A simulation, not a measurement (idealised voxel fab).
Process module, titled voxel ribs on slabs
Square cells of 5 nm make up the cross-section cut, whose width is 235 nm.
For the purposes of this document, a cross-section shall be understood as a grid of square cells, specified as bands listed in top-to-bottom order, each band consisting of one or more rows of cells.
Look at the band entry: it leads with the top's height and the bottom's height in nm. Then it lists the materials left to right, with a width in nm for each. The word "full width" on a single material says that material fills the band edge to edge. The word "blank" is empty space.
Heights are expressed relative to 0, this being the level below which the as-received wafer comprises one material exclusively. The lowest band is unbounded in the downward direction and is denoted as in "0 nm and below".
Per-row width for "30 to 40": begins at first number (top row of band), ends at second number (bottom row), increment between rows held constant.
Reading "no modifications" for a step: not a cell of the cross-section changed in it.
This entry, "Fully sealed voids", enumerates those empty regions of no fewer than 8 cells that possess no open connection to the top. Each region is reported in the form width x height at distance, the distance being taken from the left edge, with all three quantities expressed in nm.
That trailing text on a step's line, after the settings, is the simulator's own remark on the step.
If you see "overlay nm" on a step's line and that step has a mask, it's telling you how far right of where it was planned the mask ended up; a negative number means it went left instead.
THE PROCESS STEPS THAT WERE PLANNED ARE LISTED BELOW
1 RECEIVE (material Si)
2 DIRECTIONAL_DEP (material SiO2; thk nm 30)
3 DIRECTIONAL_DEP (material polySi; thk nm 15)
4 MASKED_ETCH (tone cover; mask id RIB; width nm 30; etch materials polySi; depth nm 10; overlay nm 0)
5 PATTERN (tone cover; mask id SLAB; material resist; width nm 90; thk nm 15; overlay nm 0)
6 DIRECTIONAL_ETCH (etch materials polySi; depth nm 5)
7 STRIP (etch materials resist)
8 FILL_DEP (material SiO2; thk nm 15)
9 CMP (height nm 55)
10 DIRECTIONAL_DEP (material TiN; thk nm 5)
11 DIRECTIONAL_DEP (material aC; thk nm 10)
12 PATTERN (tone cover; mask id HEATER; material resist; width nm 40; thk nm 25; overlay nm 0)
13 DIRECTIONAL_ETCH (etch materials aC; depth nm 10)
14 STRIP (etch materials resist)
15 DIRECTIONAL_ETCH (etch materials TiN; depth nm 5)
16 STRIP (etch materials aC)
17 CONFORMAL_DEP (material SiN; thk nm 10)
SO THIS IS THE INCOMING WAFER IN CROSS-SECTION - IT'S ALREADY BEEN THROUGH STEP 1
- 0 nm and below: Si full width
- Fully sealed voids: none
FIRST WAFER AT THE END, AS PLANNED
- 70 nm to 65 nm: blank=85; SiN=60; blank=90
- 65 nm to 60 nm: SiN full width
- 60 nm to 55 nm: SiN=95; TiN=40; SiN=100
- 55 nm to 45 nm: SiO2 full width
- 45 nm to 35 nm: SiO2=100; polySi=30; SiO2=105
- 35 nm to 30 nm: SiO2=70; polySi=90; SiO2=75
- 30 nm to 0 nm: SiO2 full width
- 0 nm and below: Si full width
- Fully sealed voids: none
WAFER TWO, SECTIONED AFTER THE MODULE: THE FIRST WAFER'S START, THE FIRST WAFER'S PLAN, AND ONE MISTAKE IN HOW IT WAS RUN
- 70 nm to 65 nm: blank=85; SiN=60; blank=90
- 65 nm to 60 nm: SiN full width
- 60 nm to 55 nm: SiN=95; TiN=40; SiN=100
- 55 nm to 45 nm: SiO2 full width
- 45 nm to 35 nm: SiO2=95; polySi=40; SiO2=100
- 35 nm to 30 nm: SiO2=70; polySi=90; SiO2=75
- 30 nm to 0 nm: SiO2 full width
- 0 nm and below: Si full width
- Fully sealed voids: none
It is concluded that the wafer was processed incorrectly with respect to the plan, in that step 4 off recipe, ran as MASKED_ETCH (tone cover; mask id RIB; width nm 40; etch materials polySi; depth nm 10; overlay nm 0)
Heads up, by the end the second wafer has more or fewer cells of some materials compared to the first: SiO2: 4 fewer | polySi: 4 more
